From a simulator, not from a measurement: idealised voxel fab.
process module | voxel self aligned vias
cross-section cut | 290 nm wide | cells 5 nm
A cross-section is a grid of square cells, given in bands from the top down. A band is one or more rows of cells.
Each band's line starts with the height of the band's top and of its bottom, in nm. Then come its materials from left to right, each with its width in nm. One material with "throughout" fills the band from edge to edge. "air" is empty space.
Height 0 is the level under which the wafer as received is all one material. The lowest band goes on downwards, as in "0 down".
A width such as "30 to 40" changes by the same amount from each row of cells to the next, from the band's top row to its bottom row.
"no change" after a step means that no cell of the cross-section changed.
closed voids: empty space of 8 cells or more with no open way to the top, each as width x height at its distance from the left edge, in nm
after a step's settings: what the simulator itself notes on the step
overlay nm, on a step with a mask: how far to the right of its planned place the mask lay; to the left if negative
plan
1 op RECEIVE | material Si
2 op CONFORMAL_DEP | material SiO2 | thk nm 10
3 op CONFORMAL_DEP | material SiCN | thk nm 5
4 op DIRECTIONAL_DEP | material lowk | thk nm 20
5 op MASKED_ETCH | tone open | mask id LINES | width nm 25 | pitch nm 65 | etch materials lowk | depth nm 20 | overlay nm 0
6 op CONFORMAL_DEP | material TiN | thk nm 5
7 op FILL_DEP | material Ru | thk nm 10
8 op CMP | height nm 35
9 op SELECTIVE_ETCH | etch materials W Ru TiN | depth nm 5
10 op FILL_DEP | material SiN | thk nm 10
11 op CMP | height nm 35
12 op DIRECTIONAL_DEP | material lowk | thk nm 15
13 op DIRECTIONAL_DEP | material aC | thk nm 10
14 op PATTERN | tone open | mask id VIAS | material resist | width nm 45 | pitch nm 65 | thk nm 25 | overlay nm 0
15 op DIRECTIONAL_ETCH | etch materials aC | depth nm 10
16 op STRIP | etch materials resist
17 op DIRECTIONAL_ETCH | etch materials lowk | depth nm 15
18 op DIRECTIONAL_ETCH | etch materials SiN | depth nm 5
19 op STRIP | etch materials aC
20 op CONFORMAL_DEP | material TiN | thk nm 5
21 op FILL_DEP | material Ru | thk nm 5
22 op CMP | height nm 50
23 op CONFORMAL_DEP | material SiCN | thk nm 5
as received, after step 1
  0 down: Si throughout
  closed voids: none
a wafer at the end: this start, this plan, one mistake
  55 to 50: SiCN throughout
  50 to 35: lowk 90 | TiN 5 | Ru 35 | TiN 5 | lowk 20 | TiN 5 | Ru 35 | TiN 5 | lowk 90
  35 to 30: SiN 90 | TiN 45 | SiN 20 | TiN 45 | SiN 90
  30 to 15: Ru throughout
  15 to 10: SiCN throughout
  10 to 0: SiO2 throughout
  0 down: Si throughout
  closed voids: none
what went wrong: step 4 ran as: op DIRECTIONAL_DEP | material Ru | thk nm 20
